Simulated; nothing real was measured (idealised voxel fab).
Name of the process module below: voxel gate over fins
The cross-section shown here is cut; it is 170 nm wide and divided into square cells measuring 5 nm on a side.
Format of a cross-section: grid, square cells. Given as bands. Order: top down. Band: one or more rows of cells.
This entry defines a band. It first specifies the height of the band's top and the height of its bottom in nm, and then specifies the band's materials from left to right, stating each material with its width in nm. The word "edge to edge" identifies a single material that fills the band from edge to edge, while the word "empty" identifies empty space.
Height reference: 0 = level under which incoming wafer is all one material. Lowest band: no bottom, runs on downward, e.g. "0 and below".
Width "30->40": first value at the band's top row of cells, second value at its bottom row, equal change from row to row.
What does "no alterations made" mean for a step? It means no cell of the cross-section changed in that step.
In the "closed voids" entry, you get each enclosed empty space of 8 cells or more, one with no open way to the top, written width x height at distance, distance from the left edge, in nm.
Heads up: the bit after the settings on a step's line is the simulator's remark on that step.
If you see "overlay nm" on a step's line and that step has a mask, it's telling you how far right of where it was planned the mask ended up; a negative number means it went left instead.
The steps planned for the process are as follows
1,op RECEIVE | material Si
2,op CONFORMAL_DEP | material SiN | thk nm 10
3,op DIRECTIONAL_DEP | material aC | thk nm 15
4,op PATTERN | tone cover | mask id FINS | material resist | width nm 15 | pitch nm 35 | thk nm 30 | overlay nm 0
5,op DIRECTIONAL_ETCH | etch materials aC | depth nm 15
6,op STRIP | etch materials resist
7,op DIRECTIONAL_ETCH | etch materials SiN | depth nm 10
8,op DIRECTIONAL_ETCH | etch materials Si | depth nm 40
9,op STRIP | etch materials aC
10,op OXIDIZE | depth nm 5
11,op FILL_DEP | material SiO2 | thk nm 15
12,op CMP | height nm 10
13,op SELECTIVE_ETCH | etch materials SiO2 | depth nm 25
14,op STRIP | etch materials SiN
15,op CONFORMAL_DEP | material HfO2 | thk nm 5
16,op CONFORMAL_DEP | material TiN | thk nm 5
17,op CONFORMAL_DEP | material TiAl | thk nm 5
18,op CONFORMAL_DEP | material TiN | thk nm 5
19,op FILL_DEP | material W | thk nm 15
20,op CMP | height nm 30
21,op CONFORMAL_DEP | material SiCN | thk nm 5
Shown in cross-section is the wafer as received, that is, as it stands after step 1
* 0 and below = Si edge to edge
* closed voids: none
Cross-sectional image of the first of two wafers at the end of the module, the run having proceeded as planned
* 35 down to 30 = SiCN edge to edge
* 30 down to 20 = W edge to edge
* 20 down to 15 = 10 nm W, 150 nm TiN, 10 nm W
* 15 down to 10 = 10 nm W, 5 nm TiN, 140 nm TiAl, 5 nm TiN, 10 nm W
* 10 down to 5 = 10 nm W, 5 nm TiN, 5 nm TiAl, 25 nm TiN, 10 nm TiAl, 25 nm TiN, 10 nm TiAl, 25 nm TiN, 10 nm TiAl, 25 nm TiN, 5 nm TiAl, 5 nm TiN, 10 nm W
* 5 down to 0 = 15 nm TiN, 5 nm TiAl, 5 nm TiN, 15 nm HfO2, 5 nm TiN, 10 nm TiAl, 5 nm TiN, 15 nm HfO2, 5 nm TiN, 10 nm TiAl, 5 nm TiN, 15 nm HfO2, 5 nm TiN, 10 nm TiAl, 5 nm TiN, 15 nm HfO2, 5 nm TiN, 5 nm TiAl, 15 nm TiN
* 0 down to -5 = 20 nm TiAl, 5 nm TiN, 5 nm HfO2, 5 nm Si, 5 nm HfO2, 5 nm TiN, 10 nm TiAl, 5 nm TiN, 5 nm HfO2, 5 nm Si, 5 nm HfO2, 5 nm TiN, 10 nm TiAl, 5 nm TiN, 5 nm HfO2, 5 nm Si, 5 nm HfO2, 5 nm TiN, 10 nm TiAl, 5 nm TiN, 5 nm HfO2, 5 nm Si, 5 nm HfO2, 5 nm TiN, 20 nm TiAl
* -5 down to -10 = 25 nm TiN, 5 nm HfO2, 5 nm Si, 5 nm HfO2, 20 nm TiN, 5 nm HfO2, 5 nm Si, 5 nm HfO2, 20 nm TiN, 5 nm HfO2, 5 nm Si, 5 nm HfO2, 20 nm TiN, 5 nm HfO2, 5 nm Si, 5 nm HfO2, 25 nm TiN
* -10 down to -15 = 30 nm HfO2, 5 nm Si, 30 nm HfO2, 5 nm Si, 30 nm HfO2, 5 nm Si, 30 nm HfO2, 5 nm Si, 30 nm HfO2
* -15 down to -45 = 30 nm SiO2, 5 nm Si, 30 nm SiO2, 5 nm Si, 30 nm SiO2, 5 nm Si, 30 nm SiO2, 5 nm Si, 30 nm SiO2
* -45 and below = Si edge to edge
* closed voids: none
Cross-sectional view: second of two wafers, end of module; start and plan identical to the first, one mistake in running
* 35 down to 30 = SiCN edge to edge
* 30 down to 20 = SiN edge to edge
* 20 down to 15 = 10 nm SiN, 150 nm TiN, 10 nm SiN
* 15 down to 10 = 10 nm SiN, 5 nm TiN, 140 nm TiAl, 5 nm TiN, 10 nm SiN
* 10 down to 5 = 10 nm SiN, 5 nm TiN, 5 nm TiAl, 25 nm TiN, 10 nm TiAl, 25 nm TiN, 10 nm TiAl, 25 nm TiN, 10 nm TiAl, 25 nm TiN, 5 nm TiAl, 5 nm TiN, 10 nm SiN
* 5 down to 0 = 15 nm TiN, 5 nm TiAl, 5 nm TiN, 15 nm HfO2, 5 nm TiN, 10 nm TiAl, 5 nm TiN, 15 nm HfO2, 5 nm TiN, 10 nm TiAl, 5 nm TiN, 15 nm HfO2, 5 nm TiN, 10 nm TiAl, 5 nm TiN, 15 nm HfO2, 5 nm TiN, 5 nm TiAl, 15 nm TiN
* 0 down to -5 = 20 nm TiAl, 5 nm TiN, 5 nm HfO2, 5 nm Si, 5 nm HfO2, 5 nm TiN, 10 nm TiAl, 5 nm TiN, 5 nm HfO2, 5 nm Si, 5 nm HfO2, 5 nm TiN, 10 nm TiAl, 5 nm TiN, 5 nm HfO2, 5 nm Si, 5 nm HfO2, 5 nm TiN, 10 nm TiAl, 5 nm TiN, 5 nm HfO2, 5 nm Si, 5 nm HfO2, 5 nm TiN, 20 nm TiAl
* -5 down to -10 = 25 nm TiN, 5 nm HfO2, 5 nm Si, 5 nm HfO2, 20 nm TiN, 5 nm HfO2, 5 nm Si, 5 nm HfO2, 20 nm TiN, 5 nm HfO2, 5 nm Si, 5 nm HfO2, 20 nm TiN, 5 nm HfO2, 5 nm Si, 5 nm HfO2, 25 nm TiN
* -10 down to -15 = 30 nm HfO2, 5 nm Si, 30 nm HfO2, 5 nm Si, 30 nm HfO2, 5 nm Si, 30 nm HfO2, 5 nm Si, 30 nm HfO2
* -15 down to -45 = 30 nm SiO2, 5 nm Si, 30 nm SiO2, 5 nm Si, 30 nm SiO2, 5 nm Si, 30 nm SiO2, 5 nm Si, 30 nm SiO2
* -45 and below = Si edge to edge
* closed voids: none
Plan not followed: step 19 off recipe, ran as op FILL_DEP | material SiN | thk nm 15
Final comparison by cell count, materials where the second wafer has more or fewer than the first: +80 SiN, -80 W
